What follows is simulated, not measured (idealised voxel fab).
process module | voxel tone inversion
cross-section cut | 230 nm wide | cells 5 nm
A cross-section is a grid of square cells, given in bands from the top down. A band is one or more rows of cells.
Each band's line starts with the height of the band's top and of its bottom, in nm. Then come its materials from left to right, each with its width in nm. One material with "throughout" fills the band from edge to edge. "air" is empty space.
Height 0 is the level under which the wafer as received is all one material. The lowest band goes on downwards, as in "0 down".
A width such as "30 to 40" changes by the same amount from each row of cells to the next, from the band's top row to its bottom row.
"no change" after a step means that no cell of the cross-section changed.
closed voids: empty space of 8 cells or more with no open way to the top, each as width x height at its distance from the left edge, in nm
after a step's settings: what the simulator itself notes on the step
overlay nm, on a step with a mask: how far to the right of its planned place the mask lay; to the left if negative
plan
1 op RECEIVE | material Si
2 op CONFORMAL_DEP | material SiCN | thk nm 5
3 op DIRECTIONAL_DEP | material polySi | thk nm 25
4 op PATTERN | tone cover | mask id POSTS | material resist | width nm 25 | pitch nm 50 | thk nm 35 | overlay nm 0
5 op DIRECTIONAL_ETCH | etch materials polySi | depth nm 25
6 op STRIP | etch materials resist
7 op FILL_DEP | material lowk | thk nm 5
8 op CMP | height nm 30
9 op STRIP | etch materials polySi
as received, after step 1
  0 down: Si throughout
  closed voids: none
first wafer at the end, as planned
  30 to 5: lowk 50 | air 25 | lowk 25 | air 25 | lowk 25 | air 25 | lowk 55
  5 to 0: SiCN throughout
  0 down: Si throughout
  closed voids: none
second wafer at the end: like start, like plan, one mistake
  20 to 5: lowk 50 | air 25 | lowk 25 | air 25 | lowk 25 | air 25 | lowk 55
  5 to 0: SiCN throughout
  0 down: Si throughout
  closed voids: none
what went wrong: step 8 ran as: op CMP | height nm 20
at the end the second wafer has, in cells: 62 fewer of lowk
